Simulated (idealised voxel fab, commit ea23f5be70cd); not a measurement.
The following is a process module called voxel self aligned contacts.
Cross-section cut: width 210 nm, square cells of 5 nm.
Each cross-section below is a grid of square cells, stated as bands in top-down order, with one or more rows of cells making up each band.
Within each band entry, the heights of the top and of the bottom of the band appear first, in that order and in nm; the materials of the band then follow from left to right, each with its corresponding width in nm. The designation "everywhere" on a single material indicates that it fills the band from edge to edge; the designation "air" indicates empty space.
Height 0 is the level under which the wafer as received is all one material. The lowest band goes on downwards, as in "0..down".
With a width like "30->40", each row of cells in the band differs from the next by the same amount, the top row carrying the first number and the bottom row the second.
What does "nothing was modified" mean for a step? It means no cell of the cross-section changed in that step.
Voids not open to the top, 8 cells minimum: see "Closed void list". Written width x height at distance; distance is from the left edge; nm.
The remark found on a step's line after its settings is issued by the simulator itself and pertains to that step.
The "overlay nm" setting may appear on a step's line; for a step that uses a mask, it gives how far to the right of its planned position the mask lay, and a negative value indicates the left.
## Set out below are the planned steps of the process
1,RECEIVE: material Si
2,CONFORMAL_DEP: material SiO2, thk nm 5
3,DIRECTIONAL_DEP: material polySi, thk nm 20
4,DIRECTIONAL_DEP: material SiN, thk nm 15
5,DIRECTIONAL_DEP: material aC, thk nm 10
6,PATTERN: tone cover, mask id GATE, material resist, width nm 35, pitch nm 60, thk nm 30, overlay nm 0
7,DIRECTIONAL_ETCH: etch materials aC, depth nm 10
8,STRIP: etch materials resist
9,DIRECTIONAL_ETCH: etch materials SiN, depth nm 15
10,DIRECTIONAL_ETCH: etch materials polySi, depth nm 20
11,STRIP: etch materials aC
12,CONFORMAL_DEP: material SiN, thk nm 5
13,DIRECTIONAL_ETCH: etch materials SiN, depth nm 5
14,FILL_DEP: material SiO2, thk nm 15
15,CMP: height nm 50
16,PATTERN: tone open, mask id CONTACT, material resist, width nm 35, thk nm 20, overlay nm 0
17,DIRECTIONAL_ETCH: etch materials SiO2, depth nm 50
18,STRIP: etch materials resist
19,CONFORMAL_DEP: material TiN, thk nm 5
20,FILL_DEP: material W, thk nm 5
21,CMP: height nm 50
22,CONFORMAL_DEP: material SiN, thk nm 5
## Cross-section, incoming material, after step 1
0..down: Si everywhere
Closed void list: none
## The first of the two wafers as seen in cross-section once the module was finished; processing followed the plan
55..50: SiN everywhere
50..40: 85 nm SiO2 / 5->15 nm TiN / 25->5 nm W / 5->15 nm TiN / 90 nm SiO2
40..25: 50 nm SiO2 / 45 nm SiN / 5 nm TiN / 5 nm W / 5 nm TiN / 45 nm SiN / 55 nm SiO2
25..5: 50 nm SiO2 / 5 nm SiN / 35 nm polySi / 5 nm SiN / 5 nm TiN / 5 nm W / 5 nm TiN / 5 nm SiN / 35 nm polySi / 5 nm SiN / 55 nm SiO2
5..0: 95 nm SiO2 / 15 nm TiN / 100 nm SiO2
0..down: Si everywhere
Closed void list: none
## Module end: cross-section of wafer two of two. Same start and process plan as the first wafer. One mistake during execution
55..50: SiN everywhere
50..40: 85 nm SiO2 / 5->15 nm TiN / 25->5 nm W / 5->15 nm TiN / 90 nm SiO2
40..25: 50 nm SiO2 / 45 nm SiN / 5 nm TiN / 5 nm W / 5 nm TiN / 45 nm SiN / 55 nm SiO2
25..15: 50 nm SiO2 / 5 nm SiN / 35 nm polySi / 5 nm SiN / 5 nm TiN / 5 nm W / 5 nm TiN / 5 nm SiN / 35 nm polySi / 5 nm SiN / 55 nm SiO2
15..10: 50 nm SiO2 / 5 nm SiN / 35 nm polySi / 5 nm SiN / 15 nm TiN / 5 nm SiN / 35 nm polySi / 5 nm SiN / 55 nm SiO2
10..5: 55 nm SiN / 35 nm polySi / 25 nm SiN / 35 nm polySi / 60 nm SiN
5..0: SiO2 everywhere
0..down: Si everywhere
Closed void list: none
Processing error: mixed up steps 12 and 13 - ran each in the other's place
Upon completion, the second wafer contains, in terms of cells, a greater or smaller amount of certain materials than the first wafer: +24 SiN | -18 SiO2 | -4 TiN | -2 W
